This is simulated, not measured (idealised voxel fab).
process module | voxel released beams
cross-section cut | 210 nm wide | cells 5 nm
A cross-section is a grid of square cells, given in bands from the top down. A band is one or more rows of cells.
Each band's line starts with the height of the band's top and of its bottom, in nm. Then come its materials from left to right, each with its width in nm. One material with "throughout" fills the band from edge to edge. "air" is empty space.
Height 0 is the level under which the wafer as received is all one material. The lowest band goes on downwards, as in "0 down".
A width such as "30 to 40" changes by the same amount from each row of cells to the next, from the band's top row to its bottom row.
"no change" after a step means that no cell of the cross-section changed.
closed voids: empty space of 8 cells or more with no open way to the top, each as width x height at its distance from the left edge, in nm
after a step's settings: what the simulator itself notes on the step
overlay nm, on a step with a mask: how far to the right of its planned place the mask lay; to the left if negative
plan
1 op RECEIVE | material Si
2 op CONFORMAL_DEP | material Al2O3 | thk nm 10
3 op DIRECTIONAL_DEP | material SiO2 | thk nm 20
4 op PATTERN | tone open | mask id ANCHOR | material resist | width nm 35 | thk nm 20 | overlay nm 0
5 op DIRECTIONAL_ETCH | etch materials SiO2 | depth nm 20
6 op STRIP | etch materials resist
7 op CONFORMAL_DEP | material polySi | thk nm 15
8 op MASKED_ETCH | tone cover | mask id BEAM | width nm 115 | etch materials polySi | depth nm 15 | overlay nm -15
9 op STRIP | etch materials SiO2
varied across the wafers: overlay nm of step 8. The plan shows the first wafer's value. All wafers start alike
first wafer as received, after step 1
  0 down: Si throughout
  closed voids: none
first wafer at the end, after step 9
  45 to 30: air 30 | polySi 35 | air 5 | polySi 75 | air 65
  30 to 25: air 50 | polySi 15 | air 5 | polySi 15 | air 125
  25 to 10: air 50 | polySi 35 | air 125
  10 to 0: Al2O3 throughout
  0 down: Si throughout
  closed voids: none
last wafer at the end
  45 to 30: air 60 | polySi 5 | air 5 | polySi 105 | air 35
  30 to 25: air 50 | polySi 15 | air 5 | polySi 15 | air 125
  25 to 10: air 50 | polySi 35 | air 125
  10 to 0: Al2O3 throughout
  0 down: Si throughout
  closed voids: none
each wafer at the end: cells of each material gained (+) or lost (-) since it was received, then its closed voids
overlay nm -15 | +84 Al2O3 | +93 polySi | closed voids: none
overlay nm -10 | +84 Al2O3 | +93 polySi | closed voids: none
overlay nm -5 | +84 Al2O3 | +93 polySi | closed voids: none
overlay nm 0 | +84 Al2O3 | +93 polySi | closed voids: none
overlay nm 5 | +84 Al2O3 | +93 polySi | closed voids: none
overlay nm 10 | +84 Al2O3 | +93 polySi | closed voids: none
overlay nm 15 | +84 Al2O3 | +93 polySi | closed voids: none
